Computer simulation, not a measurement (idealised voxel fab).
The process module presented herein is designated voxel wiring stack.
Section cut is 260 nm wide and gridded with 5 nm square cells.
Cross-section, as written here: a square-cell grid given band by band from the top down, where a band holds one or more rows of cells.
Per band: top height and bottom height in nm, followed by the left-to-right materials and their widths in nm; "edge to edge" marks a single material spanning edge to edge, "blank" marks empty space.
Convention: height 0 is the level below which the wafer, as received, is all one material. The lowest band does not terminate at the bottom but continues downward, represented as "0 nm and below".
Quick explanation for "30->40": the width changes in equal steps down the rows of cells, from the first number in the band's top row to the second number in its bottom row.
Where a step carries "nothing got changed", the cross-section came out of it unchanged, cell for cell.
What "Closed cavities" gives you is every empty space of 8 cells or more that is cut off from the top. Each appears as width x height at distance, with the distance taken from the left edge and width, height and distance all in nm.
Anything after a step's settings on that line? It's the simulator's own note about the step.
Each step line may optionally specify "overlay nm", which for a step with a mask gives the rightward distance between the mask's planned place and where it lay, a negative value indicating the leftward direction.

So here's the lineup of process steps we planned
step 1: RECEIVE: material Si
step 2: CONFORMAL_DEP: material SiO2, thk nm 10
step 3: CONFORMAL_DEP: material SiCN, thk nm 5
step 4: DIRECTIONAL_DEP: material SiO2, thk nm 20
step 5: PATTERN: tone open, mask id METAL_1, material resist, width nm 25, pitch nm 40, thk nm 15, overlay nm 0
step 6: DIRECTIONAL_ETCH: etch materials SiO2, depth nm 20
step 7: DIRECTIONAL_ETCH: etch materials SiCN, depth nm 5
step 8: STRIP: etch materials resist
step 9: CONFORMAL_DEP: material TiN, thk nm 5
step 10: FILL_DEP: material W, thk nm 10
step 11: CMP: height nm 35
step 12: CONFORMAL_DEP: material SiCN, thk nm 5
step 13: DIRECTIONAL_DEP: material SiO2, thk nm 25
step 14: PATTERN: tone open, mask id METAL_2, material resist, width nm 25, pitch nm 40, thk nm 20, overlay nm 0
step 15: DIRECTIONAL_ETCH: etch materials SiO2, depth nm 15
step 16: STRIP: etch materials resist
step 17: PATTERN: tone open, mask id METAL_2_HOLES, material resist, width nm 15, pitch nm 80, thk nm 20, overlay nm 0
step 18: DIRECTIONAL_ETCH: etch materials SiO2, depth nm 10
step 19: DIRECTIONAL_ETCH: etch materials SiCN, depth nm 5
step 20: STRIP: etch materials resist
step 21: CONFORMAL_DEP: material TiN, thk nm 5
step 22: FILL_DEP: material Cu, thk nm 10
step 23: CMP: height nm 65
step 24: CONFORMAL_DEP: material SiN, thk nm 5

The first of the two wafers, which ran as planned

Here's what the wafer looked like in cross-section when it arrived - that's after step 1
    0 nm and below: Si edge to edge
    Closed cavities: none

Cross-section of the wafer subsequent to step 2
    10 nm to 0 nm: SiO2 edge to edge
    Note: structure below 0 unchanged.

Cross-section of the wafer subsequent to step 3
    15 nm to 10 nm: SiCN edge to edge
    Note: structure below 10 unchanged.

Cross-section of the wafer subsequent to step 4
    35 nm to 15 nm: SiO2 edge to edge
    Note: structure below 15 unchanged.

Cross-section of the wafer subsequent to step 5
    50 nm to 35 nm: resist: 55, blank: 25, resist: 15, blank: 25, resist: 15, blank: 25, resist: 15, blank: 25, resist: 60
    Note: structure below 35 unchanged.

Cross-section of the wafer subsequent to step 6
    50 nm to 35 nm: resist: 55, blank: 25, resist: 15, blank: 25, resist: 15, blank: 25, resist: 15, blank: 25, resist: 60
    35 nm to 15 nm: SiO2: 55, blank: 25, SiO2: 15, blank: 25, SiO2: 15, blank: 25, SiO2: 15, blank: 25, SiO2: 60
    Note: structure below 15 unchanged.

Cross-section of the wafer subsequent to step 7
    50 nm to 35 nm: resist: 55, blank: 25, resist: 15, blank: 25, resist: 15, blank: 25, resist: 15, blank: 25, resist: 60
    35 nm to 15 nm: SiO2: 55, blank: 25, SiO2: 15, blank: 25, SiO2: 15, blank: 25, SiO2: 15, blank: 25, SiO2: 60
    15 nm to 10 nm: SiCN: 55, blank: 25, SiCN: 15, blank: 25, SiCN: 15, blank: 25, SiCN: 15, blank: 25, SiCN: 60
    Note: structure below 10 unchanged.

Cross-section of the wafer subsequent to step 8
    35 nm to 15 nm: SiO2: 55, blank: 25, SiO2: 15, blank: 25, SiO2: 15, blank: 25, SiO2: 15, blank: 25, SiO2: 60
    Note: structure below 15 unchanged.

Cross-section of the wafer subsequent to step 9
    40 nm to 35 nm: TiN: 60, blank: 15, TiN: 25, blank: 15, TiN: 25, blank: 15, TiN: 25, blank: 15, TiN: 65
    35 nm to 15 nm: SiO2: 55, TiN: 5, blank: 15, TiN: 5, SiO2: 15, TiN: 5, blank: 15, TiN: 5, SiO2: 15, TiN: 5, blank: 15, TiN: 5, SiO2: 15, TiN: 5, blank: 15, TiN: 5, SiO2: 60
    15 nm to 10 nm: SiCN: 55, TiN: 25, SiCN: 15, TiN: 25, SiCN: 15, TiN: 25, SiCN: 15, TiN: 25, SiCN: 60
    Note: structure below 10 unchanged.

Cross-section of the wafer subsequent to step 10
    50 nm to 40 nm: W edge to edge
    40 nm to 35 nm: TiN: 60, W: 15, TiN: 25, W: 15, TiN: 25, W: 15, TiN: 25, W: 15, TiN: 65
    35 nm to 15 nm: SiO2: 55, TiN: 5, W: 15, TiN: 5, SiO2: 15, TiN: 5, W: 15, TiN: 5, SiO2: 15, TiN: 5, W: 15, TiN: 5, SiO2: 15, TiN: 5, W: 15, TiN: 5, SiO2: 60
    Note: structure below 15 unchanged.

Cross-section of the wafer subsequent to step 11
    35 nm to 15 nm: SiO2: 55, TiN: 5, W: 15, TiN: 5, SiO2: 15, TiN: 5, W: 15, TiN: 5, SiO2: 15, TiN: 5, W: 15, TiN: 5, SiO2: 15, TiN: 5, W: 15, TiN: 5, SiO2: 60
    Note: structure below 15 unchanged.

Cross-section of the wafer subsequent to step 12
    40 nm to 35 nm: SiCN edge to edge
    Note: structure below 35 unchanged.

Cross-section of the wafer subsequent to step 13
    65 nm to 40 nm: SiO2 edge to edge
    Note: structure below 40 unchanged.

Cross-section of the wafer subsequent to step 14
    85 nm to 65 nm: resist: 55, blank: 25, resist: 15, blank: 25, resist: 15, blank: 25, resist: 15, blank: 25, resist: 60
    Note: structure below 65 unchanged.

Cross-section of the wafer subsequent to step 15
    85 nm to 65 nm: resist: 55, blank: 25, resist: 15, blank: 25, resist: 15, blank: 25, resist: 15, blank: 25, resist: 60
    65 nm to 50 nm: SiO2: 55, blank: 25, SiO2: 15, blank: 25, SiO2: 15, blank: 25, SiO2: 15, blank: 25, SiO2: 60
    Note: structure below 50 unchanged.

Cross-section of the wafer subsequent to step 16
    65 nm to 50 nm: SiO2: 55, blank: 25, SiO2: 15, blank: 25, SiO2: 15, blank: 25, SiO2: 15, blank: 25, SiO2: 60
    Note: structure below 50 unchanged.

Cross-section of the wafer subsequent to step 17
    85 nm to 65 nm: resist: 55, blank: 15, resist: 65, blank: 15, resist: 110
    65 nm to 50 nm: SiO2: 55, blank: 15, resist: 10, SiO2: 15, resist: 25, SiO2: 15, blank: 15, resist: 10, SiO2: 15, resist: 25, SiO2: 60
    Note: structure below 50 unchanged.

Cross-section of the wafer subsequent to step 18
    85 nm to 65 nm: resist: 55, blank: 15, resist: 65, blank: 15, resist: 110
    65 nm to 50 nm: SiO2: 55, blank: 15, resist: 10, SiO2: 15, resist: 25, SiO2: 15, blank: 15, resist: 10, SiO2: 15, resist: 25, SiO2: 60
    50 nm to 40 nm: SiO2: 55, blank: 15, SiO2: 65, blank: 15, SiO2: 110
    Note: structure below 40 unchanged.

Cross-section of the wafer subsequent to step 19
    85 nm to 65 nm: resist: 55, blank: 15, resist: 65, blank: 15, resist: 110
    65 nm to 50 nm: SiO2: 55, blank: 15, resist: 10, SiO2: 15, resist: 25, SiO2: 15, blank: 15, resist: 10, SiO2: 15, resist: 25, SiO2: 60
    50 nm to 40 nm: SiO2: 55, blank: 15, SiO2: 65, blank: 15, SiO2: 110
    40 nm to 35 nm: SiCN: 55, blank: 15, SiCN: 65, blank: 15, SiCN: 110
    Note: structure below 35 unchanged.

Cross-section of the wafer subsequent to step 20
    65 nm to 50 nm: SiO2: 55, blank: 25, SiO2: 15, blank: 25, SiO2: 15, blank: 25, SiO2: 15, blank: 25, SiO2: 60
    Note: structure below 50 unchanged.

Cross-section of the wafer subsequent to step 21
    70 nm to 65 nm: TiN: 60, blank: 15, TiN: 25, blank: 15, TiN: 25, blank: 15, TiN: 25, blank: 15, TiN: 65
    65 nm to 55 nm: SiO2: 55, TiN: 5, blank: 15, TiN: 5, SiO2: 15, TiN: 5, blank: 15, TiN: 5, SiO2: 15, TiN: 5, blank: 15, TiN: 5, SiO2: 15, TiN: 5, blank: 15, TiN: 5, SiO2: 60
    55 nm to 50 nm: SiO2: 55, TiN: 5, blank: 5, TiN: 15, SiO2: 15, TiN: 25, SiO2: 15, TiN: 5, blank: 5, TiN: 15, SiO2: 15, TiN: 25, SiO2: 60
    50 nm to 40 nm: SiO2: 55, TiN: 5, blank: 5, TiN: 5, SiO2: 65, TiN: 5, blank: 5, TiN: 5, SiO2: 110
    40 nm to 35 nm: SiCN: 55, TiN: 15, SiCN: 65, TiN: 15, SiCN: 110
    Note: structure below 35 unchanged.

Cross-section of the wafer subsequent to step 22
    80 nm to 70 nm: Cu edge to edge
    70 nm to 65 nm: TiN: 60, Cu: 15, TiN: 25, Cu: 15, TiN: 25, Cu: 15, TiN: 25, Cu: 15, TiN: 65
    65 nm to 55 nm: SiO2: 55, TiN: 5, Cu: 15, TiN: 5, SiO2: 15, TiN: 5, Cu: 15, TiN: 5, SiO2: 15, TiN: 5, Cu: 15, TiN: 5, SiO2: 15, TiN: 5, Cu: 15, TiN: 5, SiO2: 60
    55 nm to 50 nm: SiO2: 55, TiN: 5, Cu: 5, TiN: 15, SiO2: 15, TiN: 25, SiO2: 15, TiN: 5, Cu: 5, TiN: 15, SiO2: 15, TiN: 25, SiO2: 60
    50 nm to 40 nm: SiO2: 55, TiN: 5, Cu: 5, TiN: 5, SiO2: 65, TiN: 5, Cu: 5, TiN: 5, SiO2: 110
    Note: structure below 40 unchanged.

Cross-section of the wafer subsequent to step 23
    65 nm to 55 nm: SiO2: 55, TiN: 5, Cu: 15, TiN: 5, SiO2: 15, TiN: 5, Cu: 15, TiN: 5, SiO2: 15, TiN: 5, Cu: 15, TiN: 5, SiO2: 15, TiN: 5, Cu: 15, TiN: 5, SiO2: 60
    Note: structure below 55 unchanged.

Cross-section of the wafer subsequent to step 24
    70 nm to 65 nm: SiN edge to edge
    Note: structure below 65 unchanged.

Second wafer, same starting conditions and recipe as the first, one mistake in executing it, nothing differs from the first up to and including step 22

Cross-sectional representation of the second wafer at the time designated in the plan for the completion of step 23: nothing got changed

Cross-sectional representation of the second wafer at the time designated in the plan for the completion of step 24
    85 nm to 80 nm: SiN edge to edge
    Note: structure below 80 unchanged.
Misprocessing identified: step 23 of the plan was omitted and not executed
At the finish, the second wafer shows more or fewer cells for some materials than the first does: Cu: 116 more; TiN: 40 more
